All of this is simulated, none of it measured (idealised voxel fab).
process module | voxel ribs on slabs
cross-section cut | 285 nm wide | cells 5 nm
A cross-section is a grid of square cells, given in bands from the top down. A band is one or more rows of cells.
Each band's line starts with the height of the band's top and of its bottom, in nm. Then come its materials from left to right, each with its width in nm. One material with "throughout" fills the band from edge to edge. "air" is empty space.
Height 0 is the level under which the wafer as received is all one material. The lowest band goes on downwards, as in "0 down".
A width such as "30 to 40" changes by the same amount from each row of cells to the next, from the band's top row to its bottom row.
"no change" after a step means that no cell of the cross-section changed.
closed voids: empty space of 8 cells or more with no open way to the top, each as width x height at its distance from the left edge, in nm
after a step's settings: what the simulator itself notes on the step
overlay nm, on a step with a mask: how far to the right of its planned place the mask lay; to the left if negative
plan
1 op RECEIVE | material Si
2 op DIRECTIONAL_DEP | material SiO2 | thk nm 25
3 op DIRECTIONAL_DEP | material SiN | thk nm 20
4 op DIRECTIONAL_DEP | material aC | thk nm 10
5 op PATTERN | tone cover | mask id RIB | material resist | width nm 25 | thk nm 25 | overlay nm 0
6 op DIRECTIONAL_ETCH | etch materials aC | depth nm 10
7 op STRIP | etch materials resist
8 op DIRECTIONAL_ETCH | etch materials SiN | depth nm 5
9 op STRIP | etch materials aC
10 op DIRECTIONAL_DEP | material aC | thk nm 10
11 op PATTERN | tone cover | mask id SLAB | material resist | width nm 55 | thk nm 30 | overlay nm 0
12 op DIRECTIONAL_ETCH | etch materials aC | depth nm 10
13 op STRIP | etch materials resist
14 op DIRECTIONAL_ETCH | etch materials SiN | depth nm 15
15 op STRIP | etch materials aC
16 op FILL_DEP | material SiO2 | thk nm 15
17 op CMP | height nm 55
18 op DIRECTIONAL_DEP | material W | thk nm 5
19 op PATTERN | tone cover | mask id HEATER | material resist | width nm 35 | thk nm 20 | overlay nm 0
20 op DIRECTIONAL_ETCH | etch materials W | depth nm 5
21 op STRIP | etch materials resist
22 op CONFORMAL_DEP | material SiO2 | thk nm 5
as received, after step 1
  0 down: Si throughout
  closed voids: none
first wafer at the end, as planned
  65 to 60: air 120 | SiO2 45 | air 120
  60 to 55: SiO2 125 | W 35 | SiO2 125
  55 to 45: SiO2 throughout
  45 to 40: SiO2 130 | SiN 25 | SiO2 130
  40 to 25: SiO2 115 | SiN 55 | SiO2 115
  25 to 0: SiO2 throughout
  0 down: Si throughout
  closed voids: none
second wafer at the end: like start, like plan, one mistake
  65 to 60: air 120 | SiO2 45 | air 120
  60 to 55: SiO2 125 | W 35 | SiO2 125
  55 to 45: SiO2 throughout
  45 to 40: SiO2 130 | SiN 25 | SiO2 130
  40 to 25: SiO2 120 | SiN 55 | SiO2 110
  25 to 0: SiO2 throughout
  0 down: Si throughout
  closed voids: none
what went wrong: step 11 ran as: op PATTERN | tone cover | mask id SLAB | material resist | width nm 55 | thk nm 30 | overlay nm 5
at the end the second wafer has, in cells: as many of each material as the first, in other places
